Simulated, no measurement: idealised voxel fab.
Name of the process module below: voxel fin reveal
The cross-section shown here is cut; it is 250 nm wide and divided into square cells measuring 5 nm on a side.
In this document a cross-section is written as a grid of square cells. It is given as a series of bands, listed from the top down, and a band is one or more rows of cells. Read a band's entry like this: the first values are the height of its top and the height of its bottom in nm, and what follows is the sequence of materials from left to right, each with its width in nm. Note that "empty" is empty space, and that a single material marked "everywhere" reaches across the band from edge to edge. Heights are measured from 0, the level below which the as-received wafer is all one material; the lowest band has no bottom and continues downward, written as in "0 down". You'd read "30 to 40" like this: the band's top row of cells is as wide as the first number, its bottom row is as wide as the second, and going down, every row changes width by the same amount as the row before did. "identical to before" -> step changed no cross-section cell. Each empty space that has no open way to the top and spans at least 8 cells appears under "Unvented voids" as width x height at distance, the distance counted from the left edge, all in nm. Formally, on a step line, whatever follows the settings is a remark that the simulator itself makes on the step. overlay nm: for a step with a mask, the amount by which the mask lay right of where it was planned; a negative amount means left of it.
-- Listed below are the process steps as planned
1: RECEIVE with material Si
2: CONFORMAL_DEP with material SiN, thk nm 10
3: DIRECTIONAL_DEP with material aC, thk nm 10
4: PATTERN with tone cover, mask id FINS, material resist, width nm 15, pitch nm 40, thk nm 30, overlay nm 0
5: DIRECTIONAL_ETCH with etch materials aC, depth nm 10
6: STRIP with etch materials resist
7: DIRECTIONAL_ETCH with etch materials SiN, depth nm 10
8: DIRECTIONAL_ETCH with etch materials Si, depth nm 40
9: STRIP with etch materials aC
10: FILL_DEP with material SiO2, thk nm 10
11: CMP with height nm 10
12: SELECTIVE_ETCH with etch materials SiO2, depth nm 30
13: STRIP with etch materials SiN
Same starting wafers, different width nm at step 4. Plan value belongs to the first wafer.
-- Cross-section of the first of several wafers as received (after step 1)
0 down  Si everywhere
Unvented voids: none
-- The figure below presents a cross-section of the first of several wafers at the conclusion of the module, following its last step, step 13
0 to -20  empty=75 / Si=15 / empty=25 / Si=15 / empty=25 / Si=15 / empty=80
-20 to -40  SiO2=75 / Si=15 / SiO2=25 / Si=15 / SiO2=25 / Si=15 / SiO2=80
-40 down  Si everywhere
Unvented voids: none
-- At the end of the module, the last of several wafers in cross-section
0 to -20  empty=70 / Si=25 / empty=15 / Si=25 / empty=15 / Si=25 / empty=75
-20 to -40  SiO2=70 / Si=25 / SiO2=15 / Si=25 / SiO2=15 / Si=25 / SiO2=75
-40 down  Si everywhere
Unvented voids: none
-- End of module, by wafer: material-by-material cell gain (+) or loss (-) since receipt, then closed voids
width nm 15; -328 Si; +164 SiO2; Unvented voids: none
width nm 20; -304 Si; +152 SiO2; Unvented voids: none
width nm 25; -280 Si; +140 SiO2; Unvented voids: none
